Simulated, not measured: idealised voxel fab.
Module name: voxel spacer lines (process module)
Section cut is 175 nm wide and gridded with 5 nm square cells.
Notation: cross-section as square-cell grid; stated in bands, top first, going down; one or more cell rows per band.
Per band: top height and bottom height in nm, followed by the left-to-right materials and their widths in nm; "edge to edge" marks a single material spanning edge to edge, "air" marks empty space.
A quick word on heights: they are counted from 0, and under that level the wafer as it came to us is one material throughout. The lowest band is different from the rest in having no bottom; it simply continues downward, written as in "z 0 and below".
The expression "30 to 40" gives the width at the extremes of the band, the first number at its top row of cells and the second at its bottom row, with the width changing by equal amounts from each row to the next in between.
Where a step carries "changes: none", the cross-section came out of it unchanged, cell for cell.
"Sealed internal cavities" contains a list of empty spaces, each no smaller than 8 cells and without an open way to the top, written in the form width x height at distance with the distance from the left edge and all three in nm.
If you see something after the settings on a step's line, that's the simulator's own remark about that step.
"overlay nm" on a masked step: distance the mask lay right of its planned place, negative for left.

# Steps planned for the process
1) RECEIVE,material Si
2) CONFORMAL_DEP,material Al2O3,thk nm 10
3) DIRECTIONAL_DEP,material TiN,thk nm 15
4) DIRECTIONAL_DEP,material polySi,thk nm 25
5) PATTERN,tone cover,mask id MANDREL,material resist,width nm 25,pitch nm 70,thk nm 30,overlay nm 0
6) DIRECTIONAL_ETCH,etch materials polySi,depth nm 25
7) STRIP,etch materials resist
8) CONFORMAL_DEP,material SiN,thk nm 10
9) DIRECTIONAL_ETCH,etch materials SiN,depth nm 10
10) STRIP,etch materials polySi
11) DIRECTIONAL_ETCH,etch materials TiN,depth nm 15
12) STRIP,etch materials SiN

# Received-state cross-section, reflecting completion of step 1
- z 0 and below | Si edge to edge
- Sealed internal cavities: none

# The module was run from the start shown above using the plan shown above, but one mistake was made doing it; the resulting wafer cross-section is below
- z 20 to 5 | air (30) | TiN (10) | air (25) | TiN (10) | air (25) | TiN (10) | air (25) | TiN (10) | air (30)
- z 5 to 0 | Al2O3 edge to edge
- z 0 and below | Si edge to edge
- Sealed internal cavities: none
So what did we get wrong on this run? it should be noted that step 2 was executed with settings other than those planned, the operation and settings actually applied being CONFORMAL_DEP,material Al2O3,thk nm 5
